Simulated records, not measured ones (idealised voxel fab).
This is a process module. Its name is voxel spacer lines.
The cross-section on display is named cut; it measures 270 nm wide, and its cells are 5 nm squares.
In this document a cross-section is written as a grid of square cells. It is given as a series of bands, listed from the top down, and a band is one or more rows of cells.
Each band's line starts with the height of the band's top and of its bottom, in nm. Then come its materials from left to right, each with its width in nm. One material with "all across" fills the band from edge to edge. "air" is empty space.
Zero point of the height axis is 0; under it, received wafer = one material. Lowest band: continues down indefinitely, "top 0, no bottom".
Graded width ("30..40"): value in top row of band = first number; value in bottom row = second number; row-to-row change constant.
Take "no change occurred" at face value: in the step it is given for, the cross-section changed in none of its cells.
The entry "Tabulated closed voids" lists the empty spaces that cover at least 8 cells and have no open path to the top. Each is written as width x height at distance, where the distance is measured from the left edge and all three values are in nm.
Read whatever lies past the settings on a step's line as the simulator's own remark about the step.
overlay nm: mask right of planned place by this much (step with mask). Neg. = left.

[List of planned process steps]
- 1: RECEIVE: material Si
- 2: CONFORMAL_DEP: material Al2O3, thk nm 5
- 3: DIRECTIONAL_DEP: material SiN, thk nm 15
- 4: DIRECTIONAL_DEP: material aC, thk nm 20
- 5: PATTERN: tone cover, mask id MANDREL, material resist, width nm 25, pitch nm 70, thk nm 25, overlay nm 0
- 6: DIRECTIONAL_ETCH: etch materials aC, depth nm 20
- 7: STRIP: etch materials resist
- 8: CONFORMAL_DEP: material SiO2, thk nm 10
- 9: DIRECTIONAL_ETCH: etch materials SiO2, depth nm 10
- 10: STRIP: etch materials aC
- 11: DIRECTIONAL_ETCH: etch materials SiN, depth nm 15
- 12: STRIP: etch materials SiO2
- 13: FILL_DEP: material SiO2, thk nm 10
- 14: CMP: height nm 20

[The cross-section here shows the wafer as received, i.e. in its state after step 1]
* top 0, no bottom: Si all across
* Tabulated closed voids: none

[Cross-sectional result after module completion. Note: starting condition and plan are unchanged from above; one processing mistake was made]
* top 20, bottom 5: aC all across
* top 5, bottom 0: Al2O3 all across
* top 0, no bottom: Si all across
* Tabulated closed voids: none
Want to know what went wrong? mixed up steps 3 and 4 - ran each in the other's place
